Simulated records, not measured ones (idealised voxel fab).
Process module under the name voxel released beams
We display cut, a cross-section 145 nm in width whose square cells are each 5 nm.
Throughout this document, each cross-section is represented as a grid of square cells and is presented as a sequence of bands enumerated from the top downward, where a band comprises one or more rows of cells.
Heights first: top, then bottom, in nm. Then materials, left to right, each with a width in nm. "throughout" on a single material: fills the band edge to edge. "empty": empty space.
Where do heights start? At 0: under that level the wafer as delivered is made of one material only. And the lowest band has no floor; it just carries on downward, as in "0 nm and below".
The expression "30 to 40" gives the width at the extremes of the band, the first number at its top row of cells and the second at its bottom row, with the width changing by equal amounts from each row to the next in between.
Key: "no change occurred" - step with no changed cell in the cross-section.
Under "Sealed void inventory" you'll find the enclosed gaps, the ones with no way out to the top, that are 8 cells or bigger; each reads width x height at distance, with distance counted from the left edge, everything in nm.
Anything after a step's settings on that line? It's the simulator's own note about the step.
Among the settings permitted on a step's line is "overlay nm"; applied to a step with a mask, it specifies the extent to which the mask lay to the right of its planned position, whereas a negative figure signifies a position to the left.

These are the steps we planned for the process
1 RECEIVE: material Si
2 CONFORMAL_DEP: material SiN, thk nm 10
3 DIRECTIONAL_DEP: material SiO2, thk nm 10
4 DIRECTIONAL_DEP: material aC, thk nm 10
5 PATTERN: tone open, mask id ANCHOR, material resist, width nm 30, thk nm 30, overlay nm 0
6 DIRECTIONAL_ETCH: etch materials aC, depth nm 10
7 STRIP: etch materials resist
8 DIRECTIONAL_ETCH: etch materials SiO2, depth nm 10
9 STRIP: etch materials aC
10 CONFORMAL_DEP: material TiN, thk nm 10
11 DIRECTIONAL_DEP: material aC, thk nm 15
12 PATTERN: tone cover, mask id BEAM, material resist, width nm 90, thk nm 35, overlay nm 0
13 DIRECTIONAL_ETCH: etch materials aC, depth nm 15
14 STRIP: etch materials resist
15 DIRECTIONAL_ETCH: etch materials TiN, depth nm 10
16 STRIP: etch materials aC
17 STRIP: etch materials SiO2

Incoming wafer, cross-sectional view, post step 1
- 0 nm and below = Si throughout
- Sealed void inventory: none

First of two wafers, end-of-module section, run followed plan
- 30 nm to 20 nm = 25 empty  15 TiN  10 empty  65 TiN  30 empty
- 20 nm to 10 nm = 30 empty  30 TiN  85 empty
- 10 nm to 0 nm = SiN throughout
- 0 nm and below = Si throughout
- Sealed void inventory: none

This cross-section belongs to the second wafer of two at the end of the module; the start and the plan were shared with the first, and the run included one mistake
- 35 nm to 25 nm = 25 empty  15 TiN  10 empty  65 TiN  30 empty
- 25 nm to 15 nm = 30 empty  30 TiN  85 empty
- 15 nm to 0 nm = SiN throughout
- 0 nm and below = Si throughout
- Sealed void inventory: none
The plan and the run diverged here: step 2 ran as: CONFORMAL_DEP: material SiN, thk nm 15
Bottom line after processing is that, in cells, the second wafer is up or down on some materials versus the first: 29 more of SiN
